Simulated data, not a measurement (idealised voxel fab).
Documented hereafter: the process module known as voxel released beams.
In the cross-section labelled cut, the width is 145 nm and each square cell is 5 nm.
The cross-sections in this document take the form of a grid made of square cells. They are written out as bands, in order from top to bottom. Each band consists of one or more rows of cells.
Quick guide to a band line: top height, bottom height (nm) up front; then every material left to right with its width in nm. Only one material and it's marked "edge to edge"? Then it fills the band edge to edge. And "blank" just means empty space.
For the purposes of this specification, 0 denotes the height below which the wafer in its as-received condition is composed wholly of one material, and the lowermost band, lacking a lower limit, extends downward without end, as expressed in "0..down".
The width entry "30 to 40" should be interpreted row by row: the top row of cells in the band takes the first number, the bottom row takes the second number, and the change between adjacent rows is uniform throughout.
Take "identical to before" at face value: in the step it is given for, the cross-section changed in none of its cells.
"Voids, sealed" enumerates empty spaces isolated from the top, with no open way to it, that contain at least 8 cells, giving each as width x height at distance from the left edge, all three in nm.
after a step's settings: what the simulator itself notes on the step
The "overlay nm" setting may appear on a step's line; for a step that uses a mask, it gives how far to the right of its planned position the mask lay, and a negative value indicates the left.

-- List of planned process steps
1) RECEIVE,material Si
2) CONFORMAL_DEP,material Al2O3,thk nm 5
3) DIRECTIONAL_DEP,material SiO2,thk nm 20
4) MASKED_ETCH,tone open,mask id ANCHOR,width nm 45,etch materials SiO2,depth nm 20,overlay nm 0
5) CONFORMAL_DEP,material polySi,thk nm 15
6) MASKED_ETCH,tone cover,mask id BEAM,width nm 90,etch materials polySi,depth nm 15,overlay nm -10
7) STRIP,etch materials SiO2
The overlay nm used in step 6 is not the same on every wafer, whereas the starting condition is; the value printed in the plan is the first wafer's.

-- Cross-section of the first incoming wafer of several, state after step 1
0..down | Si edge to edge
Voids, sealed: none

-- Quick look at the cross-section of the first of several wafers after step 7, which wraps up the module
40..25 | 15 blank, 30 polySi, 15 blank, 45 polySi, 40 blank
25..20 | 30 blank, 15 polySi, 15 blank, 15 polySi, 70 blank
20..5 | 30 blank, 45 polySi, 70 blank
5..0 | Al2O3 edge to edge
0..down | Si edge to edge
Voids, sealed: none

-- Module end, final wafer: cross-section
40..25 | 40 blank, 5 polySi, 15 blank, 70 polySi, 15 blank
25..20 | 30 blank, 15 polySi, 15 blank, 15 polySi, 70 blank
20..5 | 30 blank, 45 polySi, 70 blank
5..0 | Al2O3 edge to edge
0..down | Si edge to edge
Voids, sealed: none

-- Here is how to read the rows: every wafer has a row, and it shows the wafer at the end of the module, giving for each material how many cells were gained (+) or lost (-) since the wafer was received, then listing its closed voids
overlay nm -10, +29 Al2O3, +78 polySi, Voids, sealed: none
overlay nm -5, +29 Al2O3, +78 polySi, Voids, sealed: none
overlay nm 0, +29 Al2O3, +78 polySi, Voids, sealed: none
overlay nm 5, +29 Al2O3, +78 polySi, Voids, sealed: none
overlay nm 10, +29 Al2O3, +78 polySi, Voids, sealed: none
overlay nm 15, +29 Al2O3, +78 polySi, Voids, sealed: none
